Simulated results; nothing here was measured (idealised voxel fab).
voxel double patterning: a process module
The width of the displayed cross-section, cut, is 245 nm; its cells are square, with a size of 5 nm.
Bands, listed from the top down, are how a cross-section gets written in this document; the cross-section itself is a grid of square cells, and a band is one or more rows of them. Band: top height; bottom height; in nm. Then, left to right: material with width in nm, for each material. "edge to edge": a single material spanning edge to edge. "empty": empty space. We count height from 0. Below that, the starting wafer is all one material. The lowest band never ends at the bottom but goes on down; see "top 0, no bottom" for how that is written. So if you see something like "30..40" for the width, read it as the top row of the band sitting at the first number and the bottom row at the second, with every row in between moving by the same amount as the last. When a step is marked "same as before", none of the cells in the cross-section changed during that step. The label "Cavities, sealed" introduces a list of the empty spaces, 8 cells or larger, that have no open way up to the top; each entry in it reads width x height at distance, where the distance is taken from the left edge and all three are stated in nm. Formally, on a step line, whatever follows the settings is a remark that the simulator itself makes on the step. overlay nm, on a step with a mask: how far to the right of its planned place the mask lay; to the left if negative.
Here's what the planned process steps look like:
| 1 | op RECEIVE | material Si |
| 2 | op CONFORMAL_DEP | material SiO2 | thk nm 10 |
| 3 | op DIRECTIONAL_DEP | material W | thk nm 10 |
| 4 | op DIRECTIONAL_DEP | material SiN | thk nm 10 |
| 5 | op DIRECTIONAL_DEP | material aC | thk nm 10 |
| 6 | op PATTERN | tone open | mask id FIRST | material resist | width nm 15 | pitch nm 50 | thk nm 25 | overlay nm 0 |
| 7 | op DIRECTIONAL_ETCH | etch materials aC | depth nm 10 |
| 8 | op STRIP | etch materials resist |
| 9 | op DIRECTIONAL_ETCH | etch materials SiN | depth nm 10 |
| 10 | op STRIP | etch materials aC |
| 11 | op MASKED_ETCH | tone open | mask id SECOND | width nm 15 | etch materials SiN | depth nm 10 | overlay nm 0 |
| 12 | op DIRECTIONAL_ETCH | etch materials W | depth nm 10 |
| 13 | op STRIP | etch materials SiN |
First of two wafers, with the run carried out as planned:
The cross-section here shows the wafer as received, i.e. in its state after step 1:
    top 0, no bottom = Si edge to edge
    Cavities, sealed: none
Cross-section of the wafer after step 2:
    top 10, bottom 0 = SiO2 edge to edge
    Under 0: no change, same as before.
Cross-section of the wafer after step 3:
    top 20, bottom 10 = W edge to edge
    Under 10: no change, same as before.
Cross-section of the wafer after step 4:
    top 30, bottom 20 = SiN edge to edge
    Under 20: no change, same as before.
Cross-section of the wafer after step 5:
    top 40, bottom 30 = aC edge to edge
    Under 30: no change, same as before.
Cross-section of the wafer after step 6:
    top 65, bottom 40 = resist 90 nm, empty 15 nm, resist 35 nm, empty 15 nm, resist 90 nm
    Under 40: no change, same as before.
Cross-section of the wafer after step 7:
    top 55, bottom 40 = resist 90 nm, empty 15 nm, resist 35 nm, empty 15 nm, resist 90 nm
    top 40, bottom 30 = aC 90 nm, empty 15 nm, aC 35 nm, empty 15 nm, aC 90 nm
    Under 30: no change, same as before.
Cross-section of the wafer after step 8:
    top 40, bottom 30 = aC 90 nm, empty 15 nm, aC 35 nm, empty 15 nm, aC 90 nm
    Under 30: no change, same as before.
Cross-section of the wafer after step 9:
    top 40, bottom 30 = aC 90 nm, empty 15 nm, aC 35 nm, empty 15 nm, aC 90 nm
    top 30, bottom 20 = SiN 90 nm, empty 15 nm, SiN 35 nm, empty 15 nm, SiN 90 nm
    Under 20: no change, same as before.
Cross-section of the wafer after step 10:
    top 30, bottom 20 = SiN 90 nm, empty 15 nm, SiN 35 nm, empty 15 nm, SiN 90 nm
    Under 20: no change, same as before.
Cross-section of the wafer after step 11:
    top 30, bottom 20 = SiN 90 nm, empty 15 nm, SiN 10 nm, empty 15 nm, SiN 10 nm, empty 15 nm, SiN 90 nm
    Under 20: no change, same as before.
Cross-section of the wafer after step 12:
    top 30, bottom 20 = SiN 90 nm, empty 15 nm, SiN 10 nm, empty 15 nm, SiN 10 nm, empty 15 nm, SiN 90 nm
    top 20, bottom 10 = W 90 nm, empty 15 nm, W 10 nm, empty 15 nm, W 10 nm, empty 15 nm, W 90 nm
    Under 10: no change, same as before.
Cross-section of the wafer after step 13:
    top 20, bottom 10 = W 90 nm, empty 15 nm, W 10 nm, empty 15 nm, W 10 nm, empty 15 nm, W 90 nm
    Under 10: no change, same as before.
Here the second wafer is described. Its start and its plan were those of the first wafer. Its run contained one mistake. Up to and including step 1, it did exactly what the first wafer did:
The second wafer in cross-section, at the planned close of step 2: same as before
The second wafer in cross-section, at the planned close of step 3:
    top 10, bottom 0 = W edge to edge
    Under 0: no change, same as before.
The second wafer in cross-section, at the planned close of step 4:
    top 20, bottom 10 = SiN edge to edge
    Under 10: no change, same as before.
The second wafer in cross-section, at the planned close of step 5:
    top 30, bottom 20 = aC edge to edge
    Under 20: no change, same as before.
The second wafer in cross-section, at the planned close of step 6:
    top 55, bottom 30 = resist 90 nm, empty 15 nm, resist 35 nm, empty 15 nm, resist 90 nm
    Under 30: no change, same as before.
The second wafer in cross-section, at the planned close of step 7:
    top 45, bottom 30 = resist 90 nm, empty 15 nm, resist 35 nm, empty 15 nm, resist 90 nm
    top 30, bottom 20 = aC 90 nm, empty 15 nm, aC 35 nm, empty 15 nm, aC 90 nm
    Under 20: no change, same as before.
The second wafer in cross-section, at the planned close of step 8:
    top 30, bottom 20 = aC 90 nm, empty 15 nm, aC 35 nm, empty 15 nm, aC 90 nm
    Under 20: no change, same as before.
The second wafer in cross-section, at the planned close of step 9:
    top 30, bottom 20 = aC 90 nm, empty 15 nm, aC 35 nm, empty 15 nm, aC 90 nm
    top 20, bottom 10 = SiN 90 nm, empty 15 nm, SiN 35 nm, empty 15 nm, SiN 90 nm
    Under 10: no change, same as before.
The second wafer in cross-section, at the planned close of step 10:
    top 20, bottom 10 = SiN 90 nm, empty 15 nm, SiN 35 nm, empty 15 nm, SiN 90 nm
    Under 10: no change, same as before.
The second wafer in cross-section, at the planned close of step 11:
    top 20, bottom 10 = SiN 90 nm, empty 15 nm, SiN 10 nm, empty 15 nm, SiN 10 nm, empty 15 nm, SiN 90 nm
    Under 10: no change, same as before.
The second wafer in cross-section, at the planned close of step 12:
    top 20, bottom 10 = SiN 90 nm, empty 15 nm, SiN 10 nm, empty 15 nm, SiN 10 nm, empty 15 nm, SiN 90 nm
    top 10, bottom 0 = W 90 nm, empty 15 nm, W 10 nm, empty 15 nm, W 10 nm, empty 15 nm, W 90 nm
    Under 0: no change, same as before.
The second wafer in cross-section, at the planned close of step 13:
    top 10, bottom 0 = W 90 nm, empty 15 nm, W 10 nm, empty 15 nm, W 10 nm, empty 15 nm, W 90 nm
    Under 0: no change, same as before.
Plan not followed: step 2 of the plan was jumped over and never run
Looking at both finished wafers in cells, the second ends up ahead of or behind the first on some materials: -98 SiO2
